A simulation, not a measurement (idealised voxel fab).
Process module, titled voxel tone inversion
We display cut, a cross-section 295 nm in width whose square cells are each 5 nm.
Bands, listed from the top down, are how a cross-section gets written in this document; the cross-section itself is a grid of square cells, and a band is one or more rows of them.
This entry defines a band. It first specifies the height of the band's top and the height of its bottom in nm, and then specifies the band's materials from left to right, stating each material with its width in nm. The word "all across" identifies a single material that fills the band from edge to edge, while the word "blank" identifies empty space.
Note: height 0 marks the level under which the wafer is uniformly one material as received. Lowest band unbounded below, written "from 0 down".
It should be noted that a width expressed as "30->40" varies in equal increments from row to row of cells within the band, taking the value of the first number at the top row and that of the second number at the bottom row.
Step marked "remains unaltered"? Then no cell in the cross-section changed in it.
"Tabulated closed voids" - sealed voids, min. 8 cells, no opening to top; format: width x height at distance (distance from left edge; nm throughout).
Heads up: the bit after the settings on a step's line is the simulator's remark on that step.
"overlay nm", when on a step's line for a step with a mask, measures how far to the right of its planned place the mask lay; a negative measure means to the left.
LIST OF PLANNED PROCESS STEPS
1,RECEIVE with material Si
2,CONFORMAL_DEP with material SiN, thk nm 5
3,DIRECTIONAL_DEP with material aC, thk nm 20
4,PATTERN with tone cover, mask id POSTS, material resist, width nm 15, pitch nm 30, thk nm 25, overlay nm 0
5,DIRECTIONAL_ETCH with etch materials aC, depth nm 20
6,STRIP with etch materials resist
7,FILL_DEP with material SiO2, thk nm 5
8,CMP with height nm 25
9,STRIP with etch materials aC
THIS IS THE CROSS-SECTION OF THE WAFER AS WE RECEIVED IT, I.E. AFTER STEP 1
- from 0 down = Si all across
- Tabulated closed voids: none
CROSS-SECTIONAL IMAGE OF THE FIRST OF TWO WAFERS AT THE END OF THE MODULE, THE RUN HAVING PROCEEDED AS PLANNED
- from 25 to 5 = SiO2: 110 | blank: 15 | SiO2: 15 | blank: 15 | SiO2: 15 | blank: 15 | SiO2: 110
- from 5 to 0 = SiN all across
- from 0 down = Si all across
- Tabulated closed voids: none
WAFER TWO (OF TWO), END-OF-MODULE CROSS-SECTION: START = WAFER ONE, PLAN = WAFER ONE, ONE RUN MISTAKE
- from 25 to 5 = SiO2: 100 | blank: 15 | SiO2: 15 | blank: 15 | SiO2: 15 | blank: 15 | SiO2: 120
- from 5 to 0 = SiN all across
- from 0 down = Si all across
- Tabulated closed voids: none
Deviation from plan: step 4 deviated from plan and actually ran as PATTERN with tone cover, mask id POSTS, material resist, width nm 15, pitch nm 30, thk nm 25, overlay nm -10
Final wafers compared: equal cell tally per material, rearranged layout.
